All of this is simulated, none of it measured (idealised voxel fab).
The following process module bears the name voxel released beams.
It is cross-section cut that appears here, measuring 160 nm in width, its square cells being 5 nm in size.
When this document writes out a cross-section, it uses a grid of square cells and lists it as bands, beginning at the top and moving down, with a band standing for one or more rows of cells.
Each band's line starts with the height of the band's top and of its bottom, in nm. Then come its materials from left to right, each with its width in nm. One material with "throughout" fills the band from edge to edge. "empty" is empty space.
Heights are expressed relative to 0, this being the level below which the as-received wafer comprises one material exclusively. The lowest band is unbounded in the downward direction and is denoted as in "0..down".
You'd read "30..40" like this: the band's top row of cells is as wide as the first number, its bottom row is as wide as the second, and going down, every row changes width by the same amount as the row before did.
"left unchanged", as given for a step, is the statement that not any cell of the cross-section underwent a change during that step.
If an empty space has no open way to the top and is at least 8 cells in size, "Encapsulated voids" lists it, written width x height at distance, where distance is measured from the left edge and every value is in nm.
On a step's line, text after the settings is the simulator commenting on that step.
On any step carrying a mask, the "overlay nm" setting, if present on the step's line, tells how far right of its planned place the mask lay; negative values point to the left.

### Set out below are the planned steps of the process
1,RECEIVE,material Si
2,CONFORMAL_DEP,material Al2O3,thk nm 10
3,DIRECTIONAL_DEP,material SiO2,thk nm 20
4,DIRECTIONAL_DEP,material aC,thk nm 15
5,PATTERN,tone open,mask id ANCHOR,material resist,width nm 25,thk nm 30,overlay nm 0
6,DIRECTIONAL_ETCH,etch materials aC,depth nm 15
7,STRIP,etch materials resist
8,DIRECTIONAL_ETCH,etch materials SiO2,depth nm 20
9,STRIP,etch materials aC
10,CONFORMAL_DEP,material W,thk nm 10
11,PATTERN,tone cover,mask id BEAM,material resist,width nm 80,thk nm 20,overlay nm 0
12,DIRECTIONAL_ETCH,etch materials W,depth nm 10
13,STRIP,etch materials resist
14,STRIP,etch materials SiO2

### Incoming wafer, cross-sectional view, post step 1
- 0..down: Si throughout
- Encapsulated voids: none

### One mistake in running the module, otherwise start and plan as above: cross-section at the end
- 35..30: empty (35) | W (10) | empty (15) | W (55) | empty (45)
- 30..15: empty (40) | W (5) | empty (15) | W (5) | empty (95)
- 15..10: empty (40) | W (25) | empty (95)
- 10..0: Al2O3 throughout
- 0..down: Si throughout
- Encapsulated voids: none
Which mistake was made when the wafer was run? not per plan at step 10, really ran CONFORMAL_DEP,material W,thk nm 5
